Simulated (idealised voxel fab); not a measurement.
The document below concerns the process module designated voxel gate over fins.
Section shown: cut. Width: 210 nm. Cell size: 5 nm, square.
Just so we're on the same page, the cross-sections are grids of square cells, and they're listed out in bands top to bottom, each band one or more rows deep. Read a band's entry like this: the first values are the height of its top and the height of its bottom in nm, and what follows is the sequence of materials from left to right, each with its width in nm. Note that "air" is empty space, and that a single material marked "throughout" reaches across the band from edge to edge. For the purposes of this specification, 0 denotes the height below which the wafer in its as-received condition is composed wholly of one material, and the lowermost band, lacking a lower limit, extends downward without end, as expressed in "0 down". Read "30..40" as a graded width: first number on top, second number at the bottom, same change between each pair of neighbouring rows. Where a step carries "remained the same", the cross-section came out of it unchanged, cell for cell. You'll see "Tabulated closed voids" listing empty spaces that have no way open to the top, as long as they're 8 cells or more; the notation is width x height at distance, where the distance is from the left edge, and all of it is in nm. Anything after a step's settings on that line? It's the simulator's own note about the step. overlay nm: mask right of planned place by this much (step with mask). Neg. = left.
# Process steps - plan
step 1: RECEIVE, material Si
step 2: CONFORMAL_DEP, material SiN, thk nm 5
step 3: DIRECTIONAL_DEP, material aC, thk nm 10
step 4: PATTERN, tone cover, mask id FINS, material resist, width nm 15, pitch nm 60, thk nm 25, overlay nm 0
step 5: DIRECTIONAL_ETCH, etch materials aC, depth nm 10
step 6: STRIP, etch materials resist
step 7: DIRECTIONAL_ETCH, etch materials SiN, depth nm 5
step 8: DIRECTIONAL_ETCH, etch materials Si, depth nm 35
step 9: STRIP, etch materials aC
step 10: FILL_DEP, material SiO2, thk nm 5
step 11: CMP, height nm 5
step 12: DIRECTIONAL_DEP, material aC, thk nm 10
step 13: PATTERN, tone open, mask id RAIL, material resist, width nm 15, thk nm 25, overlay nm 0
step 14: DIRECTIONAL_ETCH, etch materials aC, depth nm 10
step 15: STRIP, etch materials resist
step 16: DIRECTIONAL_ETCH, etch materials SiO2, depth nm 35
step 17: STRIP, etch materials aC
step 18: CONFORMAL_DEP, material TiN, thk nm 5
step 19: FILL_DEP, material Ru, thk nm 5
step 20: CMP, height nm 5
step 21: SELECTIVE_ETCH, etch materials W Ru TiN, depth nm 20
step 22: FILL_DEP, material SiO2, thk nm 5
step 23: CMP, height nm 5
step 24: SELECTIVE_ETCH, etch materials SiO2, depth nm 15
step 25: STRIP, etch materials SiN
step 26: CONFORMAL_DEP, material HfO2, thk nm 5
step 27: CONFORMAL_DEP, material TiN, thk nm 5
step 28: FILL_DEP, material W, thk nm 10
step 29: CMP, height nm 15
step 30: CONFORMAL_DEP, material SiN, thk nm 10
# First of two wafers, processed according to plan
# Cross-sectional view of the wafer in its as-received condition, corresponding to the state after step 1
> 0 down = Si throughout
> Tabulated closed voids: none
# Wafer after step 2 (cross-section)
> 5 to 0 = SiN throughout
> Whatever lies below 0 is exactly as it was before.
# Wafer after step 3 (cross-section)
> 15 to 5 = aC throughout
> Whatever lies below 5 is exactly as it was before.
# Wafer after step 4 (cross-section)
> 40 to 15 = air: 65 | resist: 15 | air: 45 | resist: 15 | air: 70
> Whatever lies below 15 is exactly as it was before.
# Wafer after step 5 (cross-section)
> 30 to 15 = air: 65 | resist: 15 | air: 45 | resist: 15 | air: 70
> 15 to 5 = air: 65 | aC: 15 | air: 45 | aC: 15 | air: 70
> Whatever lies below 5 is exactly as it was before.
# Wafer after step 6 (cross-section)
> 15 to 5 = air: 65 | aC: 15 | air: 45 | aC: 15 | air: 70
> Whatever lies below 5 is exactly as it was before.
# Wafer after step 7 (cross-section)
> 15 to 5 = air: 65 | aC: 15 | air: 45 | aC: 15 | air: 70
> 5 to 0 = air: 65 | SiN: 15 | air: 45 | SiN: 15 | air: 70
> Whatever lies below 0 is exactly as it was before.
# Wafer after step 8 (cross-section)
> 15 to 5 = air: 65 | aC: 15 | air: 45 | aC: 15 | air: 70
> 5 to 0 = air: 65 | SiN: 15 | air: 45 | SiN: 15 | air: 70
> 0 to -35 = air: 65 | Si: 15 | air: 45 | Si: 15 | air: 70
> Whatever lies below -35 is exactly as it was before.
# Wafer after step 9 (cross-section)
> 5 to 0 = air: 65 | SiN: 15 | air: 45 | SiN: 15 | air: 70
> Whatever lies below 0 is exactly as it was before.
# Wafer after step 10 (cross-section)
> 10 to 5 = SiO2 throughout
> 5 to 0 = SiO2: 65 | SiN: 15 | SiO2: 45 | SiN: 15 | SiO2: 70
> 0 to -35 = SiO2: 65 | Si: 15 | SiO2: 45 | Si: 15 | SiO2: 70
> Whatever lies below -35 is exactly as it was before.
# Wafer after step 11 (cross-section)
> 5 to 0 = SiO2: 65 | SiN: 15 | SiO2: 45 | SiN: 15 | SiO2: 70
> Whatever lies below 0 is exactly as it was before.
# Wafer after step 12 (cross-section)
> 15 to 5 = aC throughout
> Whatever lies below 5 is exactly as it was before.
# Wafer after step 13 (cross-section)
> 40 to 15 = resist: 95 | air: 15 | resist: 100
> Whatever lies below 15 is exactly as it was before.
# Wafer after step 14 (cross-section)
> 30 to 15 = resist: 95 | air: 15 | resist: 100
> 15 to 5 = aC: 95 | air: 15 | aC: 100
> Whatever lies below 5 is exactly as it was before.
# Wafer after step 15 (cross-section)
> 15 to 5 = aC: 95 | air: 15 | aC: 100
> Whatever lies below 5 is exactly as it was before.
# Wafer after step 16 (cross-section)
> 15 to 5 = aC: 95 | air: 15 | aC: 100
> 5 to 0 = SiO2: 65 | SiN: 15 | SiO2: 15 | air: 15 | SiO2: 15 | SiN: 15 | SiO2: 70
> 0 to -30 = SiO2: 65 | Si: 15 | SiO2: 15 | air: 15 | SiO2: 15 | Si: 15 | SiO2: 70
> Whatever lies below -30 is exactly as it was before.
# Wafer after step 17 (cross-section)
> 5 to 0 = SiO2: 65 | SiN: 15 | SiO2: 15 | air: 15 | SiO2: 15 | SiN: 15 | SiO2: 70
> Whatever lies below 0 is exactly as it was before.
# Wafer after step 18 (cross-section)
> 10 to 5 = TiN: 100 | air: 5 | TiN: 105
> 5 to 0 = SiO2: 65 | SiN: 15 | SiO2: 15 | TiN: 5 | air: 5 | TiN: 5 | SiO2: 15 | SiN: 15 | SiO2: 70
> 0 to -25 = SiO2: 65 | Si: 15 | SiO2: 15 | TiN: 5 | air: 5 | TiN: 5 | SiO2: 15 | Si: 15 | SiO2: 70
> -25 to -30 = SiO2: 65 | Si: 15 | SiO2: 15 | TiN: 15 | SiO2: 15 | Si: 15 | SiO2: 70
> Whatever lies below -30 is exactly as it was before.
# Wafer after step 19 (cross-section)
> 15 to 10 = Ru throughout
> 10 to 5 = TiN: 100 | Ru: 5 | TiN: 105
> 5 to 0 = SiO2: 65 | SiN: 15 | SiO2: 15 | TiN: 5 | Ru: 5 | TiN: 5 | SiO2: 15 | SiN: 15 | SiO2: 70
> 0 to -25 = SiO2: 65 | Si: 15 | SiO2: 15 | TiN: 5 | Ru: 5 | TiN: 5 | SiO2: 15 | Si: 15 | SiO2: 70
> Whatever lies below -25 is exactly as it was before.
# Wafer after step 20 (cross-section)
> 5 to 0 = SiO2: 65 | SiN: 15 | SiO2: 15 | TiN: 5 | Ru: 5 | TiN: 5 | SiO2: 15 | SiN: 15 | SiO2: 70
> Whatever lies below 0 is exactly as it was before.
# Wafer after step 21 (cross-section)
> 5 to 0 = SiO2: 65 | SiN: 15 | SiO2: 15 | air: 15 | SiO2: 15 | SiN: 15 | SiO2: 70
> 0 to -15 = SiO2: 65 | Si: 15 | SiO2: 15 | air: 15 | SiO2: 15 | Si: 15 | SiO2: 70
> Whatever lies below -15 is exactly as it was before.
# Wafer after step 22 (cross-section)
> 10 to 5 = SiO2 throughout
> 5 to 0 = SiO2: 65 | SiN: 15 | SiO2: 45 | SiN: 15 | SiO2: 70
> 0 to -15 = SiO2: 65 | Si: 15 | SiO2: 45 | Si: 15 | SiO2: 70
> Whatever lies below -15 is exactly as it was before.
# Wafer after step 23 (cross-section)
> 5 to 0 = SiO2: 65 | SiN: 15 | SiO2: 45 | SiN: 15 | SiO2: 70
> Whatever lies below 0 is exactly as it was before.
# Wafer after step 24 (cross-section)
> 5 to 0 = air: 65 | SiN: 15 | air: 45 | SiN: 15 | air: 70
> 0 to -10 = air: 65 | Si: 15 | air: 45 | Si: 15 | air: 70
> Whatever lies below -10 is exactly as it was before.
# Wafer after step 25 (cross-section)
> 0 to -10 = air: 65 | Si: 15 | air: 45 | Si: 15 | air: 70
> Whatever lies below -10 is exactly as it was before.
# Wafer after step 26 (cross-section)
> 5 to 0 = air: 60 | HfO2: 25 | air: 35 | HfO2: 25 | air: 65
> 0 to -5 = air: 60 | HfO2: 5 | Si: 15 | HfO2: 5 | air: 35 | HfO2: 5 | Si: 15 | HfO2: 5 | air: 65
> -5 to -10 = HfO2: 65 | Si: 15 | HfO2: 45 | Si: 15 | HfO2: 70
> Whatever lies below -10 is exactly as it was before.
# Wafer after step 27 (cross-section)
> 10 to 5 = air: 55 | TiN: 35 | air: 25 | TiN: 35 | air: 60
> 5 to 0 = air: 55 | TiN: 5 | HfO2: 25 | TiN: 5 | air: 25 | TiN: 5 | HfO2: 25 | TiN: 5 | air: 60
> 0 to -5 = TiN: 60 | HfO2: 5 | Si: 15 | HfO2: 5 | TiN: 35 | HfO2: 5 | Si: 15 | HfO2: 5 | TiN: 65
> Whatever lies below -5 is exactly as it was before.
# Wafer after step 28 (cross-section)
> 20 to 10 = W throughout
> 10 to 5 = W: 55 | TiN: 35 | W: 25 | TiN: 35 | W: 60
> 5 to 0 = W: 55 | TiN: 5 | HfO2: 25 | TiN: 5 | W: 25 | TiN: 5 | HfO2: 25 | TiN: 5 | W: 60
> Whatever lies below 0 is exactly as it was before.
# Wafer after step 29 (cross-section)
> 15 to 10 = W throughout
> Whatever lies below 10 is exactly as it was before.
# Wafer after step 30 (cross-section)
> 25 to 15 = SiN throughout
> Whatever lies below 15 is exactly as it was before.
# Here the second wafer is described. Its start and its plan were those of the first wafer. Its run contained one mistake. Up to and including step 25, it did exactly what the first wafer did
Cross-section of the second wafer at the time by which step 26 should have been completed according to the plan: remained the same
# Cross-section of the second wafer at the time by which step 27 should have been completed according to the plan
> 5 to 0 = air: 60 | TiN: 25 | air: 35 | TiN: 25 | air: 65
> 0 to -5 = air: 60 | TiN: 5 | Si: 15 | TiN: 5 | air: 35 | TiN: 5 | Si: 15 | TiN: 5 | air: 65
> -5 to -10 = TiN: 65 | Si: 15 | TiN: 45 | Si: 15 | TiN: 70
> Whatever lies below -10 is exactly as it was before.
# Cross-section of the second wafer at the time by which step 28 should have been completed according to the plan
> 15 to 5 = W throughout
> 5 to 0 = W: 60 | TiN: 25 | W: 35 | TiN: 25 | W: 65
> 0 to -5 = W: 60 | TiN: 5 | Si: 15 | TiN: 5 | W: 35 | TiN: 5 | Si: 15 | TiN: 5 | W: 65
> Whatever lies below -5 is exactly as it was before.
Cross-section of the second wafer at the time by which step 29 should have been completed according to the plan: remained the same
# Cross-section of the second wafer at the time by which step 30 should have been completed according to the plan
> 25 to 15 = SiN throughout
> Whatever lies below 15 is exactly as it was before.
What went wrong in running the wafer? execution of step 26 of the plan did not take place, the step having been omitted
Wrapping up, a cell-based count of both wafers puts the second over or under the first for these materials: HfO2 -50 | W +50
